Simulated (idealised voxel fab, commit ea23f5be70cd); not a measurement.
The process module that follows is named voxel self aligned vias.
Cross-section cut spans 225 nm and uses square cells 5 nm in size.
A cross-section is written here as square cells arranged in a grid, and it is given in bands from the top down, each band taking up one or more rows of cells. Heights first: top, then bottom, in nm. Then materials, left to right, each with a width in nm. "full width" on a single material: fills the band edge to edge. "empty": empty space. All heights in this document are referenced to 0, defined as the level beneath which the wafer, as received, consists entirely of one material. The lowest band is not bounded below; it extends indefinitely downward and is written in the form "top 0, no bottom". Note: "30 to 40" means the width goes from the first number (top row of the band) to the second number (bottom row) in equal steps per row of cells. The designation "stayed the same", where it is given for a processing step, indicates that no cell of the cross-section was altered in the course of that step. "Trapped cavities" specifies each empty space that is not open to the top and that occupies no fewer than 8 cells, using the form width x height at distance, the distance measured from the left edge and all three quantities in nm. Where a step's line continues beyond its settings, the continuation is a remark by the simulator itself on that step. The line of a step may include "overlay nm". On a step with a mask, this value is how far to the right of its planned place the mask lay. A negative value means the mask lay to the left. Structure of the following material. The material consists of pairs of cross-sections. Each pair comprises the cross-section before one process step and the cross-section after that step, the latter shown only down to the lowest band that changed. The step between the cross-sections is specified beneath each pair, including its settings. Pairs are not necessarily consecutive: they may derive from different runs of this module performed on the same starting wafer. Continuity with the pair above is to be assumed only where the entry headed "Incoming structure" of the pair in question states it.

## Incoming structure
> top 55, bottom 40 | 60 aC, 40 empty, 20 aC, 40 empty, 65 aC
> top 40, bottom 35 | 60 lowk, 40 empty, 20 lowk, 40 empty, 65 lowk
> top 35, bottom 30 | 60 lowk, 10 empty, 20 SiN, 10 empty, 20 lowk, 10 empty, 20 SiN, 10 empty, 65 lowk
> top 30, bottom 25 | 60 lowk, 10 empty, 5 TiN, 10 W, 5 TiN, 10 empty, 20 lowk, 10 empty, 5 TiN, 10 W, 5 TiN, 10 empty, 65 lowk
> top 25, bottom 20 | 70 lowk, 5 TiN, 10 W, 5 TiN, 40 lowk, 5 TiN, 10 W, 5 TiN, 75 lowk
> top 20, bottom 15 | 70 lowk, 20 TiN, 40 lowk, 20 TiN, 75 lowk
> top 15, bottom 10 | SiCN full width
> top 10, bottom 0 | SiO2 full width
> top 0, no bottom | Si full width
> Trapped cavities: none

## Post-Step Appearance
> top 55, bottom 40 | 60 aC, 40 empty, 20 aC, 40 empty, 65 aC
> top 40, bottom 30 | 60 lowk, 40 empty, 20 lowk, 40 empty, 65 lowk
> For the remainder of the cross-section, below 30, there is no change.
> Trapped cavities: none
Q: step between the cross-sections above? A: DIRECTIONAL_ETCH with etch materials SiN, depth nm 5

Incoming structure: starting point is the after cross-section of the pair just above.

## Post-Step Appearance
> top 40, bottom 30 | 60 lowk, 40 empty, 20 lowk, 40 empty, 65 lowk
> For the remainder of the cross-section, below 30, there is no change.
> Trapped cavities: none
Q: step between the cross-sections above? A: STRIP with etch materials aC

Incoming structure: starting point is the after cross-section of the pair just above.

## Post-Step Appearance
> top 45, bottom 40 | 65 TiN, 30 empty, 30 TiN, 30 empty, 70 TiN
> top 40, bottom 35 | 60 lowk, 5 TiN, 30 empty, 5 TiN, 20 lowk, 5 TiN, 30 empty, 5 TiN, 65 lowk
> top 35, bottom 30 | 60 lowk, 40 TiN, 20 lowk, 40 TiN, 65 lowk
> top 30, bottom 20 | 60 to 70 lowk, 15 to 5 TiN, 10 W, 15 to 5 TiN, 20 to 40 lowk, 15 to 5 TiN, 10 W, 15 to 5 TiN, 65 to 75 lowk
> For the remainder of the cross-section, below 20, there is no change.
> Trapped cavities: none
Q: step between the cross-sections above? A: CONFORMAL_DEP with material TiN, thk nm 5

Incoming structure: starting point is the after cross-section of the pair just above.

## Post-Step Appearance
> top 50, bottom 45 | Cu full width
> top 45, bottom 40 | 65 TiN, 30 Cu, 30 TiN, 30 Cu, 70 TiN
> top 40, bottom 35 | 60 lowk, 5 TiN, 30 Cu, 5 TiN, 20 lowk, 5 TiN, 30 Cu, 5 TiN, 65 lowk
> For the remainder of the cross-section, below 35, there is no change.
> Trapped cavities: none
Q: step between the cross-sections above? A: FILL_DEP with material Cu, thk nm 5

Incoming structure: starting point is the after cross-section of the pair just above.

## Post-Step Appearance
> top 55, bottom 50 | SiN full width
> For the remainder of the cross-section, below 50, there is no change.
> Trapped cavities: none
Q: step between the cross-sections above? A: CONFORMAL_DEP with material SiN, thk nm 5

## Incoming structure
> top 35, bottom 15 | lowk full width
> top 15, bottom 10 | SiCN full width
> top 10, bottom 0 | SiO2 full width
> top 0, no bottom | Si full width
> Trapped cavities: none

## Post-Step Appearance
> top 50, bottom 35 | 70 resist, 25 empty, 35 resist, 25 empty, 70 resist
> For the remainder of the cross-section, below 35, there is no change.
> Trapped cavities: none
Q: step between the cross-sections above? A: PATTERN with tone open, mask id LINES, material resist, width nm 25, pitch nm 60, thk nm 15, overlay nm 0

Incoming structure: starting point is the after cross-section of the pair just above.

## Post-Step Appearance
> top 50, bottom 35 | 70 resist, 25 empty, 35 resist, 25 empty, 70 resist
> top 35, bottom 15 | 70 lowk, 25 empty, 35 lowk, 25 empty, 70 lowk
> For the remainder of the cross-section, below 15, there is no change.
> Trapped cavities: none
Q: step between the cross-sections above? A: DIRECTIONAL_ETCH with etch materials lowk, depth nm 20

Incoming structure: starting point is the after cross-section of the pair just above.

## Post-Step Appearance
> top 35, bottom 15 | 70 lowk, 25 empty, 35 lowk, 25 empty, 70 lowk
> For the remainder of the cross-section, below 15, there is no change.
> Trapped cavities: none
Q: step between the cross-sections above? A: STRIP with etch materials resist

Incoming structure: starting point is the after cross-section of the pair just above.

## Post-Step Appearance
> top 40, bottom 35 | 75 TiN, 15 empty, 45 TiN, 15 empty, 75 TiN
> top 35, bottom 20 | 70 lowk, 5 TiN, 15 empty, 5 TiN, 35 lowk, 5 TiN, 15 empty, 5 TiN, 70 lowk
> top 20, bottom 15 | 70 lowk, 25 TiN, 35 lowk, 25 TiN, 70 lowk
> For the remainder of the cross-section, below 15, there is no change.
> Trapped cavities: none
Q: step between the cross-sections above? A: CONFORMAL_DEP with material TiN, thk nm 5

Incoming structure: starting point is the after cross-section of the pair just above.

## Post-Step Appearance
> top 45, bottom 40 | W full width
> top 40, bottom 35 | 75 TiN, 15 W, 45 TiN, 15 W, 75 TiN
> top 35, bottom 20 | 70 lowk, 5 TiN, 15 W, 5 TiN, 35 lowk, 5 TiN, 15 W, 5 TiN, 70 lowk
> For the remainder of the cross-section, below 20, there is no change.
> Trapped cavities: none
Q: step between the cross-sections above? A: FILL_DEP with material W, thk nm 5

Incoming structure: starting point is the after cross-section of the pair just above.

## Post-Step Appearance
> top 35, bottom 20 | 70 lowk, 5 TiN, 15 W, 5 TiN, 35 lowk, 5 TiN, 15 W, 5 TiN, 70 lowk
> For the remainder of the cross-section, below 20, there is no change.
> Trapped cavities: none
Q: step between the cross-sections above? A: CMP with height nm 35

Incoming structure: starting point is the after cross-section of the pair just above.

## Post-Step Appearance
> top 35, bottom 30 | 70 lowk, 25 empty, 35 lowk, 25 empty, 70 lowk
> For the remainder of the cross-section, below 30, there is no change.
> Trapped cavities: none
Q: step between the cross-sections above? A: SELECTIVE_ETCH with etch materials W Ru TiN, depth nm 5

Incoming structure: starting point is the after cross-section of the pair just above.

## Post-Step Appearance
> top 45, bottom 35 | SiN full width
> top 35, bottom 30 | 70 lowk, 25 SiN, 35 lowk, 25 SiN, 70 lowk
> For the remainder of the cross-section, below 30, there is no change.
> Trapped cavities: none
Q: step between the cross-sections above? A: FILL_DEP with material SiN, thk nm 10

Incoming structure: starting point is the after cross-section of the pair just above.

## Post-Step Appearance
> top 35, bottom 30 | 70 lowk, 25 SiN, 35 lowk, 25 SiN, 70 lowk
> For the remainder of the cross-section, below 30, there is no change.
> Trapped cavities: none
Q: step between the cross-sections above? A: CMP with height nm 35

Incoming structure: starting point is the after cross-section of the pair just above.

## Post-Step Appearance
> top 50, bottom 35 | lowk full width
> For the remainder of the cross-section, below 35, there is no change.
> Trapped cavities: none
Q: step between the cross-sections above? A: DIRECTIONAL_DEP with material lowk, thk nm 15

Incoming structure: starting point is the after cross-section of the pair just above.

## Post-Step Appearance
> top 65, bottom 50 | aC full width
> For the remainder of the cross-section, below 50, there is no change.
> Trapped cavities: none
Q: step between the cross-sections above? A: DIRECTIONAL_DEP with material aC, thk nm 15

Incoming structure: starting point is the after cross-section of the pair just above.

## Post-Step Appearance
> top 95, bottom 65 | 60 resist, 40 empty, 20 resist, 40 empty, 65 resist
> For the remainder of the cross-section, below 65, there is no change.
> Trapped cavities: none
Q: step between the cross-sections above? A: PATTERN with tone open, mask id VIAS, material resist, width nm 40, pitch nm 60, thk nm 30, overlay nm 0

Incoming structure: starting point is the after cross-section of the pair just above.

## Post-Step Appearance
> top 80, bottom 65 | 60 resist, 40 empty, 20 resist, 40 empty, 65 resist
> top 65, bottom 50 | 60 aC, 40 empty, 20 aC, 40 empty, 65 aC
> For the remainder of the cross-section, below 50, there is no change.
> Trapped cavities: none
Q: step between the cross-sections above? A: DIRECTIONAL_ETCH with etch materials aC, depth nm 15

Incoming structure: starting point is the after cross-section of the pair just above.

## Post-Step Appearance
> top 65, bottom 50 | 60 aC, 40 empty, 20 aC, 40 empty, 65 aC
> For the remainder of the cross-section, below 50, there is no change.
> Trapped cavities: none
Q: step between the cross-sections above? A: STRIP with etch materials resist

Incoming structure: starting point is the after cross-section of the pair just above.

## Post-Step Appearance
> top 65, bottom 50 | 60 aC, 40 empty, 20 aC, 40 empty, 65 aC
> top 50, bottom 35 | 60 lowk, 40 empty, 20 lowk, 40 empty, 65 lowk
> For the remainder of the cross-section, below 35, there is no change.
> Trapped cavities: none
Q: step between the cross-sections above? A: DIRECTIONAL_ETCH with etch materials lowk, depth nm 15

Incoming structure: starting point is the after cross-section of the pair just above.

## Post-Step Appearance
> top 65, bottom 50 | 60 aC, 40 empty, 20 aC, 40 empty, 65 aC
> top 50, bottom 35 | 60 lowk, 40 empty, 20 lowk, 40 empty, 65 lowk
> top 35, bottom 30 | 70 lowk, 25 empty, 35 lowk, 25 empty, 70 lowk
> For the remainder of the cross-section, below 30, there is no change.
> Trapped cavities: none
Q: step between the cross-sections above? A: DIRECTIONAL_ETCH with etch materials SiN, depth nm 5

Incoming structure: starting point is the after cross-section of the pair just above.

## Post-Step Appearance
> top 50, bottom 35 | 60 lowk, 40 empty, 20 lowk, 40 empty, 65 lowk
> For the remainder of the cross-section, below 35, there is no change.
> Trapped cavities: none
Q: step between the cross-sections above? A: STRIP with etch materials aC

Incoming structure: starting point is the after cross-section of the pair just above.

## Post-Step Appearance
> top 55, bottom 50 | 65 TiN, 30 empty, 30 TiN, 30 empty, 70 TiN
> top 50, bottom 40 | 60 lowk, 5 TiN, 30 empty, 5 TiN, 20 lowk, 5 TiN, 30 empty, 5 TiN, 65 lowk
> top 40, bottom 35 | 60 lowk, 15 TiN, 15 empty, 10 TiN, 20 lowk, 15 TiN, 15 empty, 10 TiN, 65 lowk
> top 35, bottom 30 | 70 lowk, 25 TiN, 35 lowk, 25 TiN, 70 lowk
> For the remainder of the cross-section, below 30, there is no change.
> Trapped cavities: none
Q: step between the cross-sections above? A: CONFORMAL_DEP with material TiN, thk nm 5

Incoming structure: starting point is the after cross-section of the pair just above.

## Post-Step Appearance
> top 60, bottom 55 | Cu full width
> top 55, bottom 50 | 65 TiN, 30 Cu, 30 TiN, 30 Cu, 70 TiN
> top 50, bottom 40 | 60 lowk, 5 TiN, 30 Cu, 5 TiN, 20 lowk, 5 TiN, 30 Cu, 5 TiN, 65 lowk
> top 40, bottom 35 | 60 lowk, 15 TiN, 15 Cu, 10 TiN, 20 lowk, 15 TiN, 15 Cu, 10 TiN, 65 lowk
> For the remainder of the cross-section, below 35, there is no change.
> Trapped cavities: none
Q: step between the cross-sections above? A: FILL_DEP with material Cu, thk nm 5

Incoming structure: starting point is the after cross-section of the pair just above.

## Post-Step Appearance
> top 50, bottom 40 | 60 lowk, 5 TiN, 30 Cu, 5 TiN, 20 lowk, 5 TiN, 30 Cu, 5 TiN, 65 lowk
> For the remainder of the cross-section, below 40, there is no change.
> Trapped cavities: none
Q: step between the cross-sections above? A: CMP with height nm 50

Incoming structure: starting point is the after cross-section of the pair just above.

## Post-Step Appearance
> top 55, bottom 50 | SiN full width
> For the remainder of the cross-section, below 50, there is no change.
> Trapped cavities: none
Q: step between the cross-sections above? A: CONFORMAL_DEP with material SiN, thk nm 5

## Incoming structure
> top 65, bottom 50 | aC full width
> top 50, bottom 35 | lowk full width
> top 35, bottom 30 | 70 lowk, 20 SiN, 40 lowk, 20 SiN, 75 lowk
> top 30, bottom 20 | 70 lowk, 5 TiN, 10 W, 5 TiN, 40 lowk, 5 TiN, 10 W, 5 TiN, 75 lowk
> top 20, bottom 15 | 70 lowk, 20 TiN, 40 lowk, 20 TiN, 75 lowk
> top 15, bottom 10 | SiCN full width
> top 10, bottom 0 | SiO2 full width
> top 0, no bottom | Si full width
> Trapped cavities: none

## Post-Step Appearance
> top 95, bottom 65 | 55 resist, 40 empty, 20 resist, 40 empty, 70 resist
> For the remainder of the cross-section, below 65, there is no change.
> Trapped cavities: none
Q: step between the cross-sections above? A: PATTERN with tone open, mask id VIAS, material resist, width nm 40, pitch nm 60, thk nm 30, overlay nm -5

Incoming structure: starting point is the after cross-section of the pair just above.

## Post-Step Appearance
> top 80, bottom 65 | 55 resist, 40 empty, 20 resist, 40 empty, 70 resist
> top 65, bottom 50 | 55 aC, 40 empty, 20 aC, 40 empty, 70 aC
> For the remainder of the cross-section, below 50, there is no change.
> Trapped cavities: none
Q: step between the cross-sections above? A: DIRECTIONAL_ETCH with etch materials aC, depth nm 15

Incoming structure: starting point is the after cross-section of the pair just above.

## Post-Step Appearance
> top 65, bottom 50 | 55 aC, 40 empty, 20 aC, 40 empty, 70 aC
> For the remainder of the cross-section, below 50, there is no change.
> Trapped cavities: none
Q: step between the cross-sections above? A: STRIP with etch materials resist

Incoming structure: starting point is the after cross-section of the pair just above.

## Post-Step Appearance
> top 65, bottom 50 | 55 aC, 40 empty, 20 aC, 40 empty, 70 aC
> top 50, bottom 35 | 55 lowk, 40 empty, 20 lowk, 40 empty, 70 lowk
> For the remainder of the cross-section, below 35, there is no change.
> Trapped cavities: none
Q: step between the cross-sections above? A: DIRECTIONAL_ETCH with etch materials lowk, depth nm 15

Incoming structure: starting point is the after cross-section of the pair just above.

## Post-Step Appearance
> top 65, bottom 50 | 55 aC, 40 empty, 20 aC, 40 empty, 70 aC
> top 50, bottom 35 | 55 lowk, 40 empty, 20 lowk, 40 empty, 70 lowk
> top 35, bottom 30 | 70 lowk, 20 empty, 40 lowk, 20 empty, 75 lowk
> For the remainder of the cross-section, below 30, there is no change.
> Trapped cavities: none
Q: step between the cross-sections above? A: DIRECTIONAL_ETCH with etch materials SiN, depth nm 5

Incoming structure: starting point is the after cross-section of the pair just above.

## Post-Step Appearance
> top 50, bottom 35 | 55 lowk, 40 empty, 20 lowk, 40 empty, 70 lowk
> For the remainder of the cross-section, below 35, there is no change.
> Trapped cavities: none
Q: step between the cross-sections above? A: STRIP with etch materials aC

Incoming structure: starting point is the after cross-section of the pair just above.

## Post-Step Appearance
> top 55, bottom 50 | 60 TiN, 30 empty, 30 TiN, 30 empty, 75 TiN
> top 50, bottom 40 | 55 lowk, 5 TiN, 30 empty, 5 TiN, 20 lowk, 5 TiN, 30 empty, 5 TiN, 70 lowk
> top 40, bottom 35 | 55 lowk, 20 TiN, 10 empty, 10 TiN, 20 lowk, 20 TiN, 10 empty, 10 TiN, 70 lowk
> top 35, bottom 30 | 70 lowk, 20 TiN, 40 lowk, 20 TiN, 75 lowk
> For the remainder of the cross-section, below 30, there is no change.
> Trapped cavities: none
Q: step between the cross-sections above? A: CONFORMAL_DEP with material TiN, thk nm 5

Incoming structure: starting point is the after cross-section of the pair just above.

## Post-Step Appearance
> top 60, bottom 55 | Cu full width
> top 55, bottom 50 | 60 TiN, 30 Cu, 30 TiN, 30 Cu, 75 TiN
> top 50, bottom 40 | 55 lowk, 5 TiN, 30 Cu, 5 TiN, 20 lowk, 5 TiN, 30 Cu, 5 TiN, 70 lowk
> top 40, bottom 35 | 55 lowk, 20 TiN, 10 Cu, 10 TiN, 20 lowk, 20 TiN, 10 Cu, 10 TiN, 70 lowk
> For the remainder of the cross-section, below 35, there is no change.
> Trapped cavities: none
Q: step between the cross-sections above? A: FILL_DEP with material Cu, thk nm 5

Incoming structure: starting point is the after cross-section of the pair just above.

## Post-Step Appearance
> top 50, bottom 40 | 55 lowk, 5 TiN, 30 Cu, 5 TiN, 20 lowk, 5 TiN, 30 Cu, 5 TiN, 70 lowk
> For the remainder of the cross-section, below 40, there is no change.
> Trapped cavities: none
Q: step between the cross-sections above? A: CMP with height nm 50

Incoming structure: starting point is the after cross-section of the pair just above.

## Post-Step Appearance
> top 55, bottom 50 | SiN full width
> For the remainder of the cross-section, below 50, there is no change.
> Trapped cavities: none
Q: step between the cross-sections above? A: CONFORMAL_DEP with material SiN, thk nm 5

## Incoming structure
> top 15, bottom 10 | SiCN full width
> top 10, bottom 0 | SiO2 full width
> top 0, no bottom | Si full width
> Trapped cavities: none

## Post-Step Appearance
> top 35, bottom 15 | TiN full width
> For the remainder of the cross-section, below 15, there is no change.
> Trapped cavities: none
Q: step between the cross-sections above? A: DIRECTIONAL_DEP with material TiN, thk nm 20

Incoming structure: starting point is the after cross-section of the pair just above.

## Post-Step Appearance
> top 50, bottom 35 | 70 resist, 20 empty, 40 resist, 20 empty, 75 resist
> For the remainder of the cross-section, below 35, there is no change.
> Trapped cavities: none
Q: step between the cross-sections above? A: PATTERN with tone open, mask id LINES, material resist, width nm 20, pitch nm 60, thk nm 15, overlay nm 0

Incoming structure: starting point is the after cross-section of the pair just above.

## Post-Step Appearance
> top 35, bottom 15 | TiN full width
> For the remainder of the cross-section, below 15, there is no change.
> Trapped cavities: none
Q: step between the cross-sections above? A: STRIP with etch materials resist

Incoming structure: starting point is the after cross-section of the pair just above.

## Post-Step Appearance
> top 40, bottom 15 | TiN full width
> For the remainder of the cross-section, below 15, there is no change.
> Trapped cavities: none
Q: step between the cross-sections above? A: CONFORMAL_DEP with material TiN, thk nm 5

Incoming structure: starting point is the after cross-section of the pair just above.

## Post-Step Appearance
> top 45, bottom 40 | W full width
> For the remainder of the cross-section, below 40, there is no change.
> Trapped cavities: none
Q: step between the cross-sections above? A: FILL_DEP with material W, thk nm 5

Incoming structure: starting point is the after cross-section of the pair just above.

## Post-Step Appearance
> top 35, bottom 15 | TiN full width
> For the remainder of the cross-section, below 15, there is no change.
> Trapped cavities: none
Q: step between the cross-sections above? A: CMP with height nm 35

Incoming structure: starting point is the after cross-section of the pair just above.

## Post-Step Appearance
> top 30, bottom 15 | TiN full width
> For the remainder of the cross-section, below 15, there is no change.
> Trapped cavities: none
Q: step between the cross-sections above? A: SELECTIVE_ETCH with etch materials W Ru TiN, depth nm 5

Incoming structure: starting point is the after cross-section of the pair just above.

## Post-Step Appearance
> top 40, bottom 30 | SiN full width
> For the remainder of the cross-section, below 30, there is no change.
> Trapped cavities: none
Q: step between the cross-sections above? A: FILL_DEP with material SiN, thk nm 10

Incoming structure: starting point is the after cross-section of the pair just above.

## Post-Step Appearance
> top 35, bottom 30 | SiN full width
> For the remainder of the cross-section, below 30, there is no change.
> Trapped cavities: none
Q: step between the cross-sections above? A: CMP with height nm 35

Incoming structure: starting point is the after cross-section of the pair just above.

## Post-Step Appearance
> top 50, bottom 35 | lowk full width
> For the remainder of the cross-section, below 35, there is no change.
> Trapped cavities: none
Q: step between the cross-sections above? A: DIRECTIONAL_DEP with material lowk, thk nm 15

Incoming structure: starting point is the after cross-section of the pair just above.

## Post-Step Appearance
> top 65, bottom 50 | aC full width
> For the remainder of the cross-section, below 50, there is no change.
> Trapped cavities: none
Q: step between the cross-sections above? A: DIRECTIONAL_DEP with material aC, thk nm 15

Incoming structure: starting point is the after cross-section of the pair just above.

## Post-Step Appearance
> top 95, bottom 65 | 60 resist, 40 empty, 20 resist, 40 empty, 65 resist
> For the remainder of the cross-section, below 65, there is no change.
> Trapped cavities: none
Q: step between the cross-sections above? A: PATTERN with tone open, mask id VIAS, material resist, width nm 40, pitch nm 60, thk nm 30, overlay nm 0

Incoming structure: starting point is the after cross-section of the pair just above.

## Post-Step Appearance
> top 80, bottom 65 | 60 resist, 40 empty, 20 resist, 40 empty, 65 resist
> top 65, bottom 50 | 60 aC, 40 empty, 20 aC, 40 empty, 65 aC
> For the remainder of the cross-section, below 50, there is no change.
> Trapped cavities: none
Q: step between the cross-sections above? A: DIRECTIONAL_ETCH with etch materials aC, depth nm 15

Incoming structure: starting point is the after cross-section of the pair just above.

## Post-Step Appearance
> top 65, bottom 50 | 60 aC, 40 empty, 20 aC, 40 empty, 65 aC
> For the remainder of the cross-section, below 50, there is no change.
> Trapped cavities: none
Q: step between the cross-sections above? A: STRIP with etch materials resist

Incoming structure: starting point is the after cross-section of the pair just above.

## Post-Step Appearance
> top 65, bottom 50 | 60 aC, 40 empty, 20 aC, 40 empty, 65 aC
> top 50, bottom 35 | 60 lowk, 40 empty, 20 lowk, 40 empty, 65 lowk
> For the remainder of the cross-section, below 35, there is no change.
> Trapped cavities: none
Q: step between the cross-sections above? A: DIRECTIONAL_ETCH with etch materials lowk, depth nm 15

Incoming structure: starting point is the after cross-section of the pair just above.

## Post-Step Appearance
> top 65, bottom 50 | 60 aC, 40 empty, 20 aC, 40 empty, 65 aC
> top 50, bottom 35 | 60 lowk, 40 empty, 20 lowk, 40 empty, 65 lowk
> top 35, bottom 30 | 60 SiN, 40 empty, 20 SiN, 40 empty, 65 SiN
> For the remainder of the cross-section, below 30, there is no change.
> Trapped cavities: none
Q: step between the cross-sections above? A: DIRECTIONAL_ETCH with etch materials SiN, depth nm 5

Incoming structure: starting point is the after cross-section of the pair just above.

## Post-Step Appearance
> top 50, bottom 35 | 60 lowk, 40 empty, 20 lowk, 40 empty, 65 lowk
> For the remainder of the cross-section, below 35, there is no change.
> Trapped cavities: none
Q: step between the cross-sections above? A: STRIP with etch materials aC

Incoming structure: starting point is the after cross-section of the pair just above.

## Post-Step Appearance
> top 55, bottom 50 | 65 TiN, 30 empty, 30 TiN, 30 empty, 70 TiN
> top 50, bottom 35 | 60 lowk, 5 TiN, 30 empty, 5 TiN, 20 lowk, 5 TiN, 30 empty, 5 TiN, 65 lowk
> top 35, bottom 30 | 60 SiN, 40 TiN, 20 SiN, 40 TiN, 65 SiN
> For the remainder of the cross-section, below 30, there is no change.
> Trapped cavities: none
Q: step between the cross-sections above? A: CONFORMAL_DEP with material TiN, thk nm 5

Incoming structure: starting point is the after cross-section of the pair just above.

## Post-Step Appearance
> top 60, bottom 55 | Cu full width
> top 55, bottom 50 | 65 TiN, 30 Cu, 30 TiN, 30 Cu, 70 TiN
> top 50, bottom 35 | 60 lowk, 5 TiN, 30 Cu, 5 TiN, 20 lowk, 5 TiN, 30 Cu, 5 TiN, 65 lowk
> For the remainder of the cross-section, below 35, there is no change.
> Trapped cavities: none
Q: step between the cross-sections above? A: FILL_DEP with material Cu, thk nm 5

Incoming structure: starting point is the after cross-section of the pair just above.

## Post-Step Appearance
> top 50, bottom 35 | 60 lowk, 5 TiN, 30 Cu, 5 TiN, 20 lowk, 5 TiN, 30 Cu, 5 TiN, 65 lowk
> For the remainder of the cross-section, below 35, there is no change.
> Trapped cavities: none
Q: step between the cross-sections above? A: CMP with height nm 50

Incoming structure: starting point is the after cross-section of the pair just above.

## Post-Step Appearance
> top 55, bottom 50 | SiN full width
> For the remainder of the cross-section, below 50, there is no change.
> Trapped cavities: none
Q: step between the cross-sections above? A: CONFORMAL_DEP with material SiN, thk nm 5

## Incoming structure
> top 65, bottom 50 | aC full width
> top 50, bottom 35 | lowk full width
> top 35, bottom 30 | 70 lowk, 20 SiN, 40 lowk, 20 SiN, 75 lowk
> top 30, bottom 20 | 70 lowk, 5 TiN, 10 W, 5 TiN, 40 lowk, 5 TiN, 10 W, 5 TiN, 75 lowk
> top 20, bottom 15 | 70 lowk, 20 TiN, 40 lowk, 20 TiN, 75 lowk
> top 15, bottom 10 | SiCN full width
> top 10, bottom 0 | SiO2 full width
> top 0, no bottom | Si full width
> Trapped cavities: none

## Post-Step Appearance
> top 95, bottom 65 | 60 empty, 40 resist, 20 empty, 40 resist, 65 empty
> For the remainder of the cross-section, below 65, there is no change.
> Trapped cavities: none
Q: step between the cross-sections above? A: PATTERN with tone cover, mask id VIAS, material resist, width nm 40, pitch nm 60, thk nm 30, overlay nm 0

Incoming structure: starting point is the after cross-section of the pair just above.

## Post-Step Appearance
> top 80, bottom 65 | 60 empty, 40 resist, 20 empty, 40 resist, 65 empty
> top 65, bottom 50 | 60 empty, 40 aC, 20 empty, 40 aC, 65 empty
> For the remainder of the cross-section, below 50, there is no change.
> Trapped cavities: none
Q: step between the cross-sections above? A: DIRECTIONAL_ETCH with etch materials aC, depth nm 15

Incoming structure: starting point is the after cross-section of the pair just above.

## Post-Step Appearance
> top 65, bottom 50 | 60 empty, 40 aC, 20 empty, 40 aC, 65 empty
> For the remainder of the cross-section, below 50, there is no change.
> Trapped cavities: none
Q: step between the cross-sections above? A: STRIP with etch materials resist

Incoming structure: starting point is the after cross-section of the pair just above.

## Post-Step Appearance
> top 65, bottom 50 | 60 empty, 40 aC, 20 empty, 40 aC, 65 empty
> top 50, bottom 35 | 60 empty, 40 lowk, 20 empty, 40 lowk, 65 empty
> For the remainder of the cross-section, below 35, there is no change.
> Trapped cavities: none
Q: step between the cross-sections above? A: DIRECTIONAL_ETCH with etch materials lowk, depth nm 15

Incoming structure: starting point is the after cross-section of the pair just above.

## Post-Step Appearance
> top 50, bottom 35 | 60 empty, 40 lowk, 20 empty, 40 lowk, 65 empty
> For the remainder of the cross-section, below 35, there is no change.
> Trapped cavities: none
Q: step between the cross-sections above? A: STRIP with etch materials aC

Incoming structure: starting point is the after cross-section of the pair just above.

## Post-Step Appearance
> top 55, bottom 50 | 55 empty, 50 TiN, 10 empty, 50 TiN, 60 empty
> top 50, bottom 40 | 55 empty, 5 TiN, 40 lowk, 5 TiN, 10 empty, 5 TiN, 40 lowk, 5 TiN, 60 empty
> top 40, bottom 35 | 60 TiN, 40 lowk, 20 TiN, 40 lowk, 65 TiN
> For the remainder of the cross-section, below 35, there is no change.
> Trapped cavities: none
Q: step between the cross-sections above? A: CONFORMAL_DEP with material TiN, thk nm 5

Incoming structure: starting point is the after cross-section of the pair just above.

## Post-Step Appearance
> top 60, bottom 55 | Cu full width
> top 55, bottom 50 | 55 Cu, 50 TiN, 10 Cu, 50 TiN, 60 Cu
> top 50, bottom 40 | 55 Cu, 5 TiN, 40 lowk, 5 TiN, 10 Cu, 5 TiN, 40 lowk, 5 TiN, 60 Cu
> For the remainder of the cross-section, below 40, there is no change.
> Trapped cavities: none
Q: step between the cross-sections above? A: FILL_DEP with material Cu, thk nm 5

Incoming structure: starting point is the after cross-section of the pair just above.

## Post-Step Appearance
> top 50, bottom 40 | 55 Cu, 5 TiN, 40 lowk, 5 TiN, 10 Cu, 5 TiN, 40 lowk, 5 TiN, 60 Cu
> For the remainder of the cross-section, below 40, there is no change.
> Trapped cavities: none
Q: step between the cross-sections above? A: CMP with height nm 50

Incoming structure: starting point is the after cross-section of the pair just above.

## Post-Step Appearance
> top 55, bottom 50 | SiN full width
> For the remainder of the cross-section, below 50, there is no change.
> Trapped cavities: none
Q: step between the cross-sections above? A: CONFORMAL_DEP with material SiN, thk nm 5
